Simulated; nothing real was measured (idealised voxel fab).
process module | voxel trench capacitor
cross-section cut | 160 nm wide | cells 5 nm
A cross-section is a grid of square cells, given in bands from the top down. A band is one or more rows of cells.
Each band's line starts with the height of the band's top and of its bottom, in nm. Then come its materials from left to right, each with its width in nm. One material with "throughout" fills the band from edge to edge. "air" is empty space.
Height 0 is the level under which the wafer as received is all one material. The lowest band goes on downwards, as in "0 down".
A width such as "30 to 40" changes by the same amount from each row of cells to the next, from the band's top row to its bottom row.
"no change" after a step means that no cell of the cross-section changed.
closed voids: empty space of 8 cells or more with no open way to the top, each as width x height at its distance from the left edge, in nm
after a step's settings: what the simulator itself notes on the step
overlay nm, on a step with a mask: how far to the right of its planned place the mask lay; to the left if negative
plan
1 op RECEIVE | material Si
2 op CONFORMAL_DEP | material SiN | thk nm 5
3 op PATTERN | tone open | mask id TRENCH | material resist | width nm 25 | pitch nm 40 | thk nm 15 | overlay nm 0
4 op DIRECTIONAL_ETCH | etch materials SiN | depth nm 5
5 op DIRECTIONAL_ETCH | etch materials Si | depth nm 25
6 op STRIP | etch materials resist
7 op CONFORMAL_DEP | material Al2O3 | thk nm 5
8 op CONFORMAL_DEP | material TiN | thk nm 5
9 op FILL_DEP | material W | thk nm 5
10 op CMP | height nm 5
as received, after step 1
  0 down: Si throughout
  closed voids: none
a wafer at the end: this start, this plan, one mistake
  5 to 0: SiN 45 | Al2O3 5 | TiN 5 | W 5 | TiN 5 | Al2O3 5 | SiN 15 | Al2O3 5 | TiN 5 | W 5 | TiN 5 | Al2O3 5 | SiN 50
  0 to -40: Si 45 | Al2O3 5 | TiN 5 | W 5 | TiN 5 | Al2O3 5 | Si 15 | Al2O3 5 | TiN 5 | W 5 | TiN 5 | Al2O3 5 | Si 50
  -40 to -45: Si 45 | Al2O3 5 | TiN 15 | Al2O3 5 | Si 15 | Al2O3 5 | TiN 15 | Al2O3 5 | Si 50
  -45 to -50: Si 45 | Al2O3 25 | Si 15 | Al2O3 25 | Si 50
  -50 down: Si throughout
  closed voids: none
what went wrong: step 5 was run twice
